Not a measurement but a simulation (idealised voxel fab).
Process module, titled voxel plated lines
The cross-section on display is named cut; it measures 185 nm wide, and its cells are 5 nm squares.
Notation: cross-section as square-cell grid; stated in bands, top first, going down; one or more cell rows per band. Look at the band entry: it leads with the top's height and the bottom's height in nm. Then it lists the materials left to right, with a width in nm for each. The word "throughout" on a single material says that material fills the band edge to edge. The word "air" is empty space. A quick word on heights: they are counted from 0, and under that level the wafer as it came to us is one material throughout. The lowest band is different from the rest in having no bottom; it simply continues downward, written as in "0 and below". Top row gets the first number, bottom row gets the second, and each row in between changes by the same step: that is how a band width like "30..40" works. Basically "identical to before" means that step didn't change any cell in the cross-section. "Sealed void list" lists enclosed empty spaces (at least 8 cells, no open path upward to the top), each as width x height at distance from the left edge, in nm. What comes after the settings on a step's line is commentary from the simulator itself on that step. The line of a step may include "overlay nm". On a step with a mask, this value is how far to the right of its planned place the mask lay. A negative value means the mask lay to the left.
PLANNED STEP LIST FOR THE PROCESS
| 1 | op RECEIVE | material Si |
| 2 | op CONFORMAL_DEP | material Al2O3 | thk nm 5 |
| 3 | op DIRECTIONAL_DEP | material TiN | thk nm 5 |
| 4 | op PATTERN | tone open | mask id LINES | material resist | width nm 20 | pitch nm 40 | thk nm 20 | overlay nm 0 |
| 5 | op EPI | material Ru | thk nm 10 |
| 6 | op STRIP | etch materials resist |
| 7 | op DIRECTIONAL_ETCH | etch materials TiN | depth nm 5 |
| 8 | op CONFORMAL_DEP | material SiN | thk nm 5 |
CROSS-SECTIONAL VIEW OF THE WAFER IN ITS AS-RECEIVED CONDITION, CORRESPONDING TO THE STATE AFTER STEP 1
    0 and below = Si throughout
    Sealed void list: none
THE CROSS-SECTION SHOWN CORRESPONDS TO THE WAFER AT THE CONCLUSION OF THE MODULE. THE INITIAL STRUCTURE AND THE PROCESS PLAN ARE THOSE PRESENTED ABOVE; HOWEVER, ONE MISTAKE OCCURRED IN EXECUTING THE PLAN
    25 down to 20 = 65 of air; 30 of SiN; 10 of air; 30 of SiN; 50 of air
    20 down to 10 = 65 of air; 5 of SiN; 20 of Ru; 5 of SiN; 10 of air; 5 of SiN; 20 of Ru; 5 of SiN; 50 of air
    10 down to 5 = 70 of SiN; 20 of TiN; 20 of SiN; 20 of TiN; 55 of SiN
    5 down to 0 = Al2O3 throughout
    0 and below = Si throughout
    Sealed void list: none
What was done differently from what was planned? step 4 went in with a setting other than planned; the actual run was op PATTERN | tone open | mask id LINES | material resist | width nm 20 | pitch nm 40 | thk nm 20 | overlay nm 10
